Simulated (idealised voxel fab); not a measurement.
The document below concerns the process module designated voxel capacitor over wiring.
Square cell edge 5 nm, section width 260 nm, ID cut.
When this document writes out a cross-section, it uses a grid of square cells and lists it as bands, beginning at the top and moving down, with a band standing for one or more rows of cells. Band: top height; bottom height; in nm. Then, left to right: material with width in nm, for each material. "everywhere": a single material spanning edge to edge. "air": empty space. Height reference: 0 = level under which incoming wafer is all one material. Lowest band: no bottom, runs on downward, e.g. "0 down". It should be noted that a width expressed as "30 to 40" varies in equal increments from row to row of cells within the band, taking the value of the first number at the top row and that of the second number at the bottom row. "no modifications" (step): cross-section cells unchanged, all of them. The list in "Entrapped voids" covers empty spaces of 8 cells or more that cannot reach the top through any open way, and it gives each as width x height at distance; the distance is from the left edge, and width, height and distance are in nm. On each step's line, the part that comes after the settings is the simulator's own comment on the step. overlay nm: on a step with a mask, how far right of its planned place the mask lay; negative means left.
Listed below are the process steps as planned:
step 1: op RECEIVE | material Si
step 2: op CONFORMAL_DEP | material SiO2 | thk nm 10
step 3: op CONFORMAL_DEP | material SiN | thk nm 5
step 4: op DIRECTIONAL_DEP | material lowk | thk nm 15
step 5: op PATTERN | tone open | mask id METAL_1 | material resist | width nm 30 | pitch nm 90 | thk nm 15 | overlay nm 0
step 6: op DIRECTIONAL_ETCH | etch materials lowk | depth nm 15
step 7: op DIRECTIONAL_ETCH | etch materials SiN | depth nm 5
step 8: op STRIP | etch materials resist
step 9: op CONFORMAL_DEP | material TiN | thk nm 5
step 10: op FILL_DEP | material Cu | thk nm 10
step 11: op CMP | height nm 30
step 12: op CONFORMAL_DEP | material SiCN | thk nm 5
step 13: op DIRECTIONAL_DEP | material SiO2 | thk nm 10
step 14: op MASKED_ETCH | tone open | mask id PLUG_1 | width nm 15 | etch materials SiO2 | depth nm 10 | overlay nm 0
step 15: op MASKED_ETCH | tone open | mask id PLUG_1 | width nm 15 | etch materials SiCN | depth nm 5 | overlay nm 0
step 16: op EPI | material Ru | thk nm 10
step 17: op EPI | material Ru | thk nm 5
step 18: op DIRECTIONAL_DEP | material TiN | thk nm 10
step 19: op DIRECTIONAL_DEP | material HfO2 | thk nm 5
step 20: op DIRECTIONAL_DEP | material TiN | thk nm 5
step 21: op PATTERN | tone cover | mask id UPPER_PLATE | material resist | width nm 65 | thk nm 15 | overlay nm 0
step 22: op DIRECTIONAL_ETCH | etch materials TiN | depth nm 5
step 23: op DIRECTIONAL_ETCH | etch materials HfO2 | depth nm 5
step 24: op STRIP | etch materials resist
step 25: op DIRECTIONAL_DEP | material aC | thk nm 15
step 26: op PATTERN | tone cover | mask id LOWER_PLATE | material resist | width nm 75 | thk nm 35 | overlay nm 0
step 27: op DIRECTIONAL_ETCH | etch materials aC | depth nm 15
step 28: op STRIP | etch materials resist
step 29: op DIRECTIONAL_ETCH | etch materials TiN | depth nm 10
step 30: op STRIP | etch materials aC
step 31: op FILL_DEP | material SiO2 | thk nm 15
step 32: op CMP | height nm 75
step 33: op PATTERN | tone open | mask id PLUG_2 | material resist | width nm 15 | thk nm 15 | overlay nm 0
step 34: op DIRECTIONAL_ETCH | etch materials SiO2 | depth nm 10
step 35: op STRIP | etch materials resist
step 36: op CONFORMAL_DEP | material TiN | thk nm 5
step 37: op FILL_DEP | material Cu | thk nm 10
step 38: op CMP | height nm 75
step 39: op CONFORMAL_DEP | material SiN | thk nm 5
Cross-section: wafer on arrival = after step 1:
> 0 down: Si everywhere
> Entrapped voids: none
End-of-module XS, first of two wafers, run as planned:
> 80 to 75: SiN everywhere
> 75 to 70: SiO2 (95), then TiN (5), then Cu (5), then TiN (5), then SiO2 (150)
> 70 to 60: SiO2 (95 to 85), then TiN (15 to 65), then SiO2 (150 to 110)
> 60 to 55: SiO2 (85), then HfO2 (65), then SiO2 (110)
> 55 to 45: SiO2 (80), then TiN (75), then SiO2 (105)
> 45 to 35: SiO2 (85), then Ru (15), then SiO2 (160)
> 35 to 30: SiCN (85), then Ru (15), then SiCN (160)
> 30 to 15: lowk (70), then TiN (5), then Cu (20), then TiN (5), then lowk (60), then TiN (5), then Cu (20), then TiN (5), then lowk (70)
> 15 to 10: SiN (70), then TiN (30), then SiN (60), then TiN (30), then SiN (70)
> 10 to 0: SiO2 everywhere
> 0 down: Si everywhere
> Entrapped voids: none
Second wafer of the two, sectioned at the end of the module. It began like the first and followed the same plan, but one mistake was made while running it:
> 80 to 75: SiN everywhere
> 75 to 70: SiO2 (95), then TiN (5), then Cu (5), then TiN (5), then SiO2 (150)
> 70 to 65: SiO2 (95), then TiN (15), then SiO2 (150)
> 65 to 60: SiO2 (85), then HfO2 (65), then SiO2 (110)
> 60 to 50: SiO2 (80), then TiN (75), then SiO2 (105)
> 50 to 45: TiN everywhere
> 45 to 35: SiO2 (85), then Ru (15), then SiO2 (160)
> 35 to 30: SiCN (85), then Ru (15), then SiCN (160)
> 30 to 15: lowk (70), then TiN (5), then Cu (20), then TiN (5), then lowk (60), then TiN (5), then Cu (20), then TiN (5), then lowk (70)
> 15 to 10: SiN (70), then TiN (30), then SiN (60), then TiN (30), then SiN (70)
> 10 to 0: SiO2 everywhere
> 0 down: Si everywhere
> Entrapped voids: none
Heads up, the wafer didn't run the way we planned it: steps 19 and 20 of the plan were run in the wrong order, each in the other's place
The second wafer ends with more or fewer cells of some materials than the first, per final count: SiO2 -39 | TiN +39
